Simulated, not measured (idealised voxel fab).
process module | voxel self aligned contacts
cross-section cut | 270 nm wide | cells 5 nm
A cross-section is a grid of square cells, given in bands from the top down. A band is one or more rows of cells.
Each band's line starts with the height of the band's top and of its bottom, in nm. Then come its materials from left to right, each with its width in nm. One material with "throughout" fills the band from edge to edge. "air" is empty space.
Height 0 is the level under which the wafer as received is all one material. The lowest band goes on downwards, as in "0 down".
A width such as "30 to 40" changes by the same amount from each row of cells to the next, from the band's top row to its bottom row.
"no change" after a step means that no cell of the cross-section changed.
closed voids: empty space of 8 cells or more with no open way to the top, each as width x height at its distance from the left edge, in nm
after a step's settings: what the simulator itself notes on the step
overlay nm, on a step with a mask: how far to the right of its planned place the mask lay; to the left if negative
plan
1 op RECEIVE | material Si
2 op OXIDIZE | depth nm 5
3 op DIRECTIONAL_DEP | material polySi | thk nm 20
4 op DIRECTIONAL_DEP | material SiN | thk nm 20
5 op MASKED_ETCH | tone cover | mask id GATE | width nm 25 | pitch nm 60 | etch materials SiN | depth nm 20 | overlay nm 0
6 op MASKED_ETCH | tone cover | mask id GATE | width nm 25 | pitch nm 60 | etch materials polySi | depth nm 20 | overlay nm 0
7 op CONFORMAL_DEP | material SiN | thk nm 5
8 op DIRECTIONAL_ETCH | etch materials SiN | depth nm 5
9 op FILL_DEP | material SiO2 | thk nm 10
10 op CMP | height nm 45
11 op PATTERN | tone open | mask id CONTACT | material resist | width nm 45 | thk nm 15 | overlay nm 0
12 op DIRECTIONAL_ETCH | etch materials SiO2 | depth nm 50
13 op STRIP | etch materials resist
14 op CONFORMAL_DEP | material TiN | thk nm 5
15 op FILL_DEP | material W | thk nm 5
16 op CMP | height nm 45
17 op CONFORMAL_DEP | material SiCN | thk nm 5
as received, after step 1
  0 down: Si throughout
  closed voids: none
a wafer at the end: this start, this plan, one mistake
  50 to 45: SiCN throughout
  45 to 40: SiO2 110 | TiN 15 | W 15 | TiN 15 | SiO2 115
  40 to 25: SiO2 85 | SiN 35 | TiN 5 | W 15 | TiN 5 | SiN 35 | SiO2 90
  25 to 20: SiO2 85 | SiN 35 | TiN 5 | W 10 | TiN 10 | SiN 35 | SiO2 90
  20 to 0: SiO2 80 | SiN 5 | polySi 30 | SiN 5 | TiN 5 | W 10 | TiN 5 | SiN 5 | polySi 30 | SiN 5 | SiO2 90
  0 to -5: SiO2 120 | TiN 20 | SiO2 130
  -5 down: Si throughout
  closed voids: none
what went wrong: step 6 ran as: op MASKED_ETCH | tone cover | mask id GATE | width nm 25 | pitch nm 60 | etch materials polySi | depth nm 20 | overlay nm -5
